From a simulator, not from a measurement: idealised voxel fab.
Name of the process module below: voxel capacitor over wiring
In the cross-section labelled cut, the width is 230 nm and each square cell is 5 nm.
Square cells in a grid make up a cross-section in this document, and the grid is given as bands, listed from the top down, each one or more rows of cells.
Heights first: top, then bottom, in nm. Then materials, left to right, each with a width in nm. "all across" on a single material: fills the band edge to edge. "air": empty space.
It should be noted that heights are counted from 0, beneath which the wafer as supplied is of one material throughout, and that the lowest band possesses no lower boundary but continues downward, as written in "0 and below".
You'd read "30->40" like this: the band's top row of cells is as wide as the first number, its bottom row is as wide as the second, and going down, every row changes width by the same amount as the row before did.
What does "left unchanged" mean for a step? It means no cell of the cross-section changed in that step.
The entry titled "Fully sealed cavities" provides the empty spaces that have no open way to the top, restricted to those of 8 cells or more. Each is presented as width x height at distance, the distance being measured from the left edge, with all three in nm.
On a step's line, text after the settings is the simulator commenting on that step.
overlay nm: for a step with a mask, the amount by which the mask lay right of where it was planned; a negative amount means left of it.

BELOW IS THE LIST OF PLANNED PROCESS STEPS
1: op RECEIVE | material Si
2: op CONFORMAL_DEP | material SiO2 | thk nm 10
3: op CONFORMAL_DEP | material SiCN | thk nm 5
4: op DIRECTIONAL_DEP | material SiO2 | thk nm 20
5: op DIRECTIONAL_DEP | material aC | thk nm 10
6: op PATTERN | tone open | mask id METAL_1 | material resist | width nm 25 | pitch nm 95 | thk nm 25 | overlay nm 0
7: op DIRECTIONAL_ETCH | etch materials aC | depth nm 10
8: op STRIP | etch materials resist
9: op DIRECTIONAL_ETCH | etch materials SiO2 | depth nm 20
10: op DIRECTIONAL_ETCH | etch materials SiCN | depth nm 5
11: op STRIP | etch materials aC
12: op CONFORMAL_DEP | material TiN | thk nm 5
13: op FILL_DEP | material Cu | thk nm 10
14: op CMP | height nm 35
15: op CONFORMAL_DEP | material SiCN | thk nm 5
16: op DIRECTIONAL_DEP | material SiO2 | thk nm 10
17: op PATTERN | tone open | mask id PLUG_1 | material resist | width nm 15 | thk nm 15 | overlay nm 0
18: op DIRECTIONAL_ETCH | etch materials SiO2 | depth nm 10
19: op DIRECTIONAL_ETCH | etch materials SiCN | depth nm 5
20: op STRIP | etch materials resist
21: op CONFORMAL_DEP | material TiN | thk nm 5
22: op FILL_DEP | material Cu | thk nm 10
23: op CMP | height nm 50
24: op DIRECTIONAL_DEP | material TiN | thk nm 5
25: op DIRECTIONAL_DEP | material SiN | thk nm 5
26: op DIRECTIONAL_DEP | material TiN | thk nm 5
27: op MASKED_ETCH | tone cover | mask id UPPER_PLATE | width nm 75 | etch materials TiN | depth nm 5 | overlay nm 0
28: op MASKED_ETCH | tone cover | mask id UPPER_PLATE | width nm 75 | etch materials SiN | depth nm 5 | overlay nm 0
29: op DIRECTIONAL_DEP | material aC | thk nm 10
30: op PATTERN | tone cover | mask id LOWER_PLATE | material resist | width nm 85 | thk nm 25 | overlay nm 0
31: op DIRECTIONAL_ETCH | etch materials aC | depth nm 10
32: op STRIP | etch materials resist
33: op DIRECTIONAL_ETCH | etch materials TiN | depth nm 5
34: op STRIP | etch materials aC
35: op FILL_DEP | material SiO2 | thk nm 15
36: op CMP | height nm 75
37: op DIRECTIONAL_DEP | material aC | thk nm 15
38: op PATTERN | tone open | mask id PLUG_2 | material resist | width nm 15 | thk nm 30 | overlay nm 0
39: op DIRECTIONAL_ETCH | etch materials aC | depth nm 15
40: op STRIP | etch materials resist
41: op DIRECTIONAL_ETCH | etch materials SiO2 | depth nm 10
42: op STRIP | etch materials aC
43: op CONFORMAL_DEP | material TiN | thk nm 5
44: op FILL_DEP | material W | thk nm 10
45: op CMP | height nm 75
46: op CONFORMAL_DEP | material SiN | thk nm 5

SO, THE FIRST OF OUR TWO WAFERS, RUN JUST AS WE PLANNED IT

CROSS-SECTION OF THE INCOMING WAFER, STATE AFTER STEP 1
	0 and below | Si all across
	Fully sealed cavities: none

THE WAFER IN CROSS-SECTION ONCE STEP 2 IS COMPLETE
	10 down to 0 | SiO2 all across
	Nothing below the height 0 has changed.

THE WAFER IN CROSS-SECTION ONCE STEP 3 IS COMPLETE
	15 down to 10 | SiCN all across
	Nothing below the height 10 has changed.

THE WAFER IN CROSS-SECTION ONCE STEP 4 IS COMPLETE
	35 down to 15 | SiO2 all across
	Nothing below the height 15 has changed.

THE WAFER IN CROSS-SECTION ONCE STEP 5 IS COMPLETE
	45 down to 35 | aC all across
	Nothing below the height 35 has changed.

THE WAFER IN CROSS-SECTION ONCE STEP 6 IS COMPLETE
	70 down to 45 | 55 resist / 25 air / 70 resist / 25 air / 55 resist
	Nothing below the height 45 has changed.

THE WAFER IN CROSS-SECTION ONCE STEP 7 IS COMPLETE
	60 down to 45 | 55 resist / 25 air / 70 resist / 25 air / 55 resist
	45 down to 35 | 55 aC / 25 air / 70 aC / 25 air / 55 aC
	Nothing below the height 35 has changed.

THE WAFER IN CROSS-SECTION ONCE STEP 8 IS COMPLETE
	45 down to 35 | 55 aC / 25 air / 70 aC / 25 air / 55 aC
	Nothing below the height 35 has changed.

THE WAFER IN CROSS-SECTION ONCE STEP 9 IS COMPLETE
	45 down to 35 | 55 aC / 25 air / 70 aC / 25 air / 55 aC
	35 down to 15 | 55 SiO2 / 25 air / 70 SiO2 / 25 air / 55 SiO2
	Nothing below the height 15 has changed.

THE WAFER IN CROSS-SECTION ONCE STEP 10 IS COMPLETE
	45 down to 35 | 55 aC / 25 air / 70 aC / 25 air / 55 aC
	35 down to 15 | 55 SiO2 / 25 air / 70 SiO2 / 25 air / 55 SiO2
	15 down to 10 | 55 SiCN / 25 air / 70 SiCN / 25 air / 55 SiCN
	Nothing below the height 10 has changed.

THE WAFER IN CROSS-SECTION ONCE STEP 11 IS COMPLETE
	35 down to 15 | 55 SiO2 / 25 air / 70 SiO2 / 25 air / 55 SiO2
	Nothing below the height 15 has changed.

THE WAFER IN CROSS-SECTION ONCE STEP 12 IS COMPLETE
	40 down to 35 | 60 TiN / 15 air / 80 TiN / 15 air / 60 TiN
	35 down to 15 | 55 SiO2 / 5 TiN / 15 air / 5 TiN / 70 SiO2 / 5 TiN / 15 air / 5 TiN / 55 SiO2
	15 down to 10 | 55 SiCN / 25 TiN / 70 SiCN / 25 TiN / 55 SiCN
	Nothing below the height 10 has changed.

THE WAFER IN CROSS-SECTION ONCE STEP 13 IS COMPLETE
	50 down to 40 | Cu all across
	40 down to 35 | 60 TiN / 15 Cu / 80 TiN / 15 Cu / 60 TiN
	35 down to 15 | 55 SiO2 / 5 TiN / 15 Cu / 5 TiN / 70 SiO2 / 5 TiN / 15 Cu / 5 TiN / 55 SiO2
	Nothing below the height 15 has changed.

THE WAFER IN CROSS-SECTION ONCE STEP 14 IS COMPLETE
	35 down to 15 | 55 SiO2 / 5 TiN / 15 Cu / 5 TiN / 70 SiO2 / 5 TiN / 15 Cu / 5 TiN / 55 SiO2
	Nothing below the height 15 has changed.

THE WAFER IN CROSS-SECTION ONCE STEP 15 IS COMPLETE
	40 down to 35 | SiCN all across
	Nothing below the height 35 has changed.

THE WAFER IN CROSS-SECTION ONCE STEP 16 IS COMPLETE
	50 down to 40 | SiO2 all across
	Nothing below the height 40 has changed.

THE WAFER IN CROSS-SECTION ONCE STEP 17 IS COMPLETE
	65 down to 50 | 65 resist / 15 air / 150 resist
	Nothing below the height 50 has changed.

THE WAFER IN CROSS-SECTION ONCE STEP 18 IS COMPLETE
	65 down to 50 | 65 resist / 15 air / 150 resist
	50 down to 40 | 65 SiO2 / 15 air / 150 SiO2
	Nothing below the height 40 has changed.

THE WAFER IN CROSS-SECTION ONCE STEP 19 IS COMPLETE
	65 down to 50 | 65 resist / 15 air / 150 resist
	50 down to 40 | 65 SiO2 / 15 air / 150 SiO2
	40 down to 35 | 65 SiCN / 15 air / 150 SiCN
	Nothing below the height 35 has changed.

THE WAFER IN CROSS-SECTION ONCE STEP 20 IS COMPLETE
	50 down to 40 | 65 SiO2 / 15 air / 150 SiO2
	Nothing below the height 40 has changed.

THE WAFER IN CROSS-SECTION ONCE STEP 21 IS COMPLETE
	55 down to 50 | 70 TiN / 5 air / 155 TiN
	50 down to 40 | 65 SiO2 / 5 TiN / 5 air / 5 TiN / 150 SiO2
	40 down to 35 | 65 SiCN / 15 TiN / 150 SiCN
	Nothing below the height 35 has changed.

THE WAFER IN CROSS-SECTION ONCE STEP 22 IS COMPLETE
	65 down to 55 | Cu all across
	55 down to 50 | 70 TiN / 5 Cu / 155 TiN
	50 down to 40 | 65 SiO2 / 5 TiN / 5 Cu / 5 TiN / 150 SiO2
	Nothing below the height 40 has changed.

THE WAFER IN CROSS-SECTION ONCE STEP 23 IS COMPLETE
	50 down to 40 | 65 SiO2 / 5 TiN / 5 Cu / 5 TiN / 150 SiO2
	Nothing below the height 40 has changed.

THE WAFER IN CROSS-SECTION ONCE STEP 24 IS COMPLETE
	55 down to 50 | TiN all across
	Nothing below the height 50 has changed.

THE WAFER IN CROSS-SECTION ONCE STEP 25 IS COMPLETE
	60 down to 55 | SiN all across
	Nothing below the height 55 has changed.

THE WAFER IN CROSS-SECTION ONCE STEP 26 IS COMPLETE
	65 down to 60 | TiN all across
	Nothing below the height 60 has changed.

THE WAFER IN CROSS-SECTION ONCE STEP 27 IS COMPLETE
	65 down to 60 | 65 air / 75 TiN / 90 air
	Nothing below the height 60 has changed.

THE WAFER IN CROSS-SECTION ONCE STEP 28 IS COMPLETE
	65 down to 60 | 65 air / 75 TiN / 90 air
	60 down to 55 | 65 air / 75 SiN / 90 air
	Nothing below the height 55 has changed.

THE WAFER IN CROSS-SECTION ONCE STEP 29 IS COMPLETE
	75 down to 65 | 65 air / 75 aC / 90 air
	65 down to 60 | 65 aC / 75 TiN / 90 aC
	60 down to 55 | 65 aC / 75 SiN / 90 aC
	Nothing below the height 55 has changed.

THE WAFER IN CROSS-SECTION ONCE STEP 30 IS COMPLETE
	100 down to 75 | 60 air / 85 resist / 85 air
	75 down to 65 | 60 air / 5 resist / 75 aC / 5 resist / 85 air
	Nothing below the height 65 has changed.

THE WAFER IN CROSS-SECTION ONCE STEP 31 IS COMPLETE
	90 down to 75 | 60 air / 85 resist / 85 air
	75 down to 65 | 60 air / 5 resist / 75 aC / 5 resist / 85 air
	65 down to 60 | 60 air / 5 aC / 75 TiN / 5 aC / 85 air
	60 down to 55 | 60 air / 5 aC / 75 SiN / 5 aC / 85 air
	Nothing below the height 55 has changed.

THE WAFER IN CROSS-SECTION ONCE STEP 32 IS COMPLETE
	75 down to 65 | 65 air / 75 aC / 90 air
	Nothing below the height 65 has changed.

THE WAFER IN CROSS-SECTION ONCE STEP 33 IS COMPLETE
	75 down to 65 | 65 air / 75 aC / 90 air
	65 down to 60 | 60 air / 5 aC / 75 TiN / 5 aC / 85 air
	60 down to 55 | 60 air / 5 aC / 75 SiN / 5 aC / 85 air
	55 down to 50 | 60 air / 85 TiN / 85 air
	Nothing below the height 50 has changed.

THE WAFER IN CROSS-SECTION ONCE STEP 34 IS COMPLETE
	65 down to 60 | 65 air / 75 TiN / 90 air
	60 down to 55 | 65 air / 75 SiN / 90 air
	Nothing below the height 55 has changed.

THE WAFER IN CROSS-SECTION ONCE STEP 35 IS COMPLETE
	80 down to 65 | SiO2 all across
	65 down to 60 | 65 SiO2 / 75 TiN / 90 SiO2
	60 down to 55 | 65 SiO2 / 75 SiN / 90 SiO2
	55 down to 50 | 60 SiO2 / 85 TiN / 85 SiO2
	Nothing below the height 50 has changed.

THE WAFER IN CROSS-SECTION ONCE STEP 36 IS COMPLETE
	75 down to 65 | SiO2 all across
	Nothing below the height 65 has changed.

THE WAFER IN CROSS-SECTION ONCE STEP 37 IS COMPLETE
	90 down to 75 | aC all across
	Nothing below the height 75 has changed.

THE WAFER IN CROSS-SECTION ONCE STEP 38 IS COMPLETE
	120 down to 90 | 75 resist / 15 air / 140 resist
	Nothing below the height 90 has changed.

THE WAFER IN CROSS-SECTION ONCE STEP 39 IS COMPLETE
	105 down to 90 | 75 resist / 15 air / 140 resist
	90 down to 75 | 75 aC / 15 air / 140 aC
	Nothing below the height 75 has changed.

THE WAFER IN CROSS-SECTION ONCE STEP 40 IS COMPLETE
	90 down to 75 | 75 aC / 15 air / 140 aC
	Nothing below the height 75 has changed.

THE WAFER IN CROSS-SECTION ONCE STEP 41 IS COMPLETE
	90 down to 75 | 75 aC / 15 air / 140 aC
	75 down to 65 | 75 SiO2 / 15 air / 140 SiO2
	Nothing below the height 65 has changed.

THE WAFER IN CROSS-SECTION ONCE STEP 42 IS COMPLETE
	75 down to 65 | 75 SiO2 / 15 air / 140 SiO2
	Nothing below the height 65 has changed.

THE WAFER IN CROSS-SECTION ONCE STEP 43 IS COMPLETE
	80 down to 75 | 80 TiN / 5 air / 145 TiN
	75 down to 70 | 75 SiO2 / 5 TiN / 5 air / 5 TiN / 140 SiO2
	70 down to 60 | 75->65 SiO2 / 15->75 TiN / 140->90 SiO2
	Nothing below the height 60 has changed.

THE WAFER IN CROSS-SECTION ONCE STEP 44 IS COMPLETE
	90 down to 80 | W all across
	80 down to 75 | 80 TiN / 5 W / 145 TiN
	75 down to 70 | 75 SiO2 / 5 TiN / 5 W / 5 TiN / 140 SiO2
	Nothing below the height 70 has changed.

THE WAFER IN CROSS-SECTION ONCE STEP 45 IS COMPLETE
	75 down to 70 | 75 SiO2 / 5 TiN / 5 W / 5 TiN / 140 SiO2
	Nothing below the height 70 has changed.

THE WAFER IN CROSS-SECTION ONCE STEP 46 IS COMPLETE
	80 down to 75 | SiN all across
	Nothing below the height 75 has changed.

WAFER TWO OF TWO - SAME STARTING POINT, SAME PROCESS PLAN, ONE MISTAKE IN EXECUTION; MATCHES WAFER ONE UP TO AND INCLUDING STEP 37

SECOND WAFER PROFILE IN SECTION, AT THE MOMENT STEP 38 OF THE PLAN WAS MEANT TO BE COMPLETE
	120 down to 90 | 75 air / 15 resist / 140 air
	Nothing below the height 90 has changed.

SECOND WAFER PROFILE IN SECTION, AT THE MOMENT STEP 39 OF THE PLAN WAS MEANT TO BE COMPLETE
	105 down to 90 | 75 air / 15 resist / 140 air
	90 down to 75 | 75 air / 15 aC / 140 air
	Nothing below the height 75 has changed.

SECOND WAFER PROFILE IN SECTION, AT THE MOMENT STEP 40 OF THE PLAN WAS MEANT TO BE COMPLETE
	90 down to 75 | 75 air / 15 aC / 140 air
	Nothing below the height 75 has changed.

SECOND WAFER PROFILE IN SECTION, AT THE MOMENT STEP 41 OF THE PLAN WAS MEANT TO BE COMPLETE
	90 down to 75 | 75 air / 15 aC / 140 air
	75 down to 65 | 75 air / 15 SiO2 / 140 air
	Nothing below the height 65 has changed.

SECOND WAFER PROFILE IN SECTION, AT THE MOMENT STEP 42 OF THE PLAN WAS MEANT TO BE COMPLETE
	75 down to 65 | 75 air / 15 SiO2 / 140 air
	Nothing below the height 65 has changed.

SECOND WAFER PROFILE IN SECTION, AT THE MOMENT STEP 43 OF THE PLAN WAS MEANT TO BE COMPLETE
	80 down to 75 | 70 air / 25 TiN / 135 air
	75 down to 70 | 70 air / 5 TiN / 15 SiO2 / 5 TiN / 135 air
	70 down to 65 | 75 TiN / 15 SiO2 / 140 TiN
	Nothing below the height 65 has changed.

SECOND WAFER PROFILE IN SECTION, AT THE MOMENT STEP 44 OF THE PLAN WAS MEANT TO BE COMPLETE
	90 down to 80 | W all across
	80 down to 75 | 70 W / 25 TiN / 135 W
	75 down to 70 | 70 W / 5 TiN / 15 SiO2 / 5 TiN / 135 W
	Nothing below the height 70 has changed.

SECOND WAFER PROFILE IN SECTION, AT THE MOMENT STEP 45 OF THE PLAN WAS MEANT TO BE COMPLETE
	75 down to 70 | 70 W / 5 TiN / 15 SiO2 / 5 TiN / 135 W
	Nothing below the height 70 has changed.

SECOND WAFER PROFILE IN SECTION, AT THE MOMENT STEP 46 OF THE PLAN WAS MEANT TO BE COMPLETE
	80 down to 75 | SiN all across
	Nothing below the height 75 has changed.
What was the processing mistake? heads up, step 38 didn't go per plan, it actually ran as op PATTERN | tone cover | mask id PLUG_2 | material resist | width nm 15 | thk nm 30 | overlay nm 0
at the end the second wafer has, in cells: 80 fewer of SiO2; 40 more of TiN; 40 more of W
